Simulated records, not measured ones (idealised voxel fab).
The document below concerns the process module designated voxel self aligned contacts.
Section cut is 205 nm wide and gridded with 5 nm square cells.
Square cells in a grid make up a cross-section in this document, and the grid is given as bands, listed from the top down, each one or more rows of cells. Per band: top height and bottom height in nm, followed by the left-to-right materials and their widths in nm; "full width" marks a single material spanning edge to edge, "blank" marks empty space. Beneath 0, the wafer as received is one material, and that level is where height counting begins. The lowest band goes on downward without a bottom; it is written like "z 0 and below". With a width like "30->40", each row of cells in the band differs from the next by the same amount, the top row carrying the first number and the bottom row the second. Step note "remained unchanged" = no cross-section cell changed. "Sealed internal cavities": empty spaces of 8 cells or more with no open way to the top, each given as width x height at distance, distance from the left edge, all in nm. Post-settings text on a step line: simulator's own remark regarding the step. "overlay nm", when on a step's line for a step with a mask, measures how far to the right of its planned place the mask lay; a negative measure means to the left.
Planned step list for the process
1 RECEIVE, material Si
2 CONFORMAL_DEP, material SiO2, thk nm 5
3 DIRECTIONAL_DEP, material polySi, thk nm 30
4 DIRECTIONAL_DEP, material SiN, thk nm 20
5 PATTERN, tone cover, mask id GATE, material resist, width nm 30, pitch nm 60, thk nm 20, overlay nm 0
6 DIRECTIONAL_ETCH, etch materials SiN, depth nm 20
7 DIRECTIONAL_ETCH, etch materials polySi, depth nm 30
8 STRIP, etch materials resist
9 CONFORMAL_DEP, material SiN, thk nm 5
10 DIRECTIONAL_ETCH, etch materials SiN, depth nm 5
11 FILL_DEP, material SiO2, thk nm 15
12 CMP, height nm 60
13 PATTERN, tone open, mask id CONTACT, material resist, width nm 40, thk nm 15, overlay nm 0
14 DIRECTIONAL_ETCH, etch materials SiO2, depth nm 60
15 STRIP, etch materials resist
16 CONFORMAL_DEP, material TiN, thk nm 5
17 FILL_DEP, material W, thk nm 10
18 CMP, height nm 60
19 CONFORMAL_DEP, material SiN, thk nm 5
As-received wafer cross-section (after step 1)
* z 0 and below = Si full width
* Sealed internal cavities: none
End-of-module XS, first of two wafers, run as planned
* z 65 to 60 = SiN full width
* z 60 to 55 = 80 of SiO2 | 15 of TiN | 10 of W | 15 of TiN | 85 of SiO2
* z 55 to 35 = 50 of SiO2 | 40 of SiN | 5 of TiN | 10 of W | 5 of TiN | 40 of SiN | 55 of SiO2
* z 35 to 5 = 50 of SiO2 | 5 of SiN | 30 of polySi | 5 of SiN | 5 of TiN | 10 of W | 5 of TiN | 5 of SiN | 30 of polySi | 5 of SiN | 55 of SiO2
* z 5 to 0 = 90 of SiO2 | 20 of TiN | 95 of SiO2
* z 0 and below = Si full width
* Sealed internal cavities: none
This is the second of the two wafers, cross-sectioned at the end of the module; it started exactly like the first and was given the same plan, but it was run with one mistake
* z 65 to 60 = SiN full width
* z 60 to 50 = 80 of SiO2 | 5->10 of TiN | 30->20 of W | 5->10 of TiN | 85 of SiO2
* z 50 to 35 = 55 of SiO2 | 30 of SiN | 5 of TiN | 20 of W | 5 of TiN | 30 of SiN | 60 of SiO2
* z 35 to 5 = 55 of SiO2 | 30 of polySi | 5 of TiN | 20 of W | 5 of TiN | 30 of polySi | 60 of SiO2
* z 5 to 0 = 85 of SiO2 | 30 of TiN | 90 of SiO2
* z 0 and below = Si full width
* Sealed internal cavities: none
The mistake made against the process plan was this: step 9 of the plan was excluded from execution and never run
Looking at both finished wafers in cells, the second ends up ahead of or behind the first on some materials: 52 fewer of SiN | 28 more of SiO2 | 24 more of W
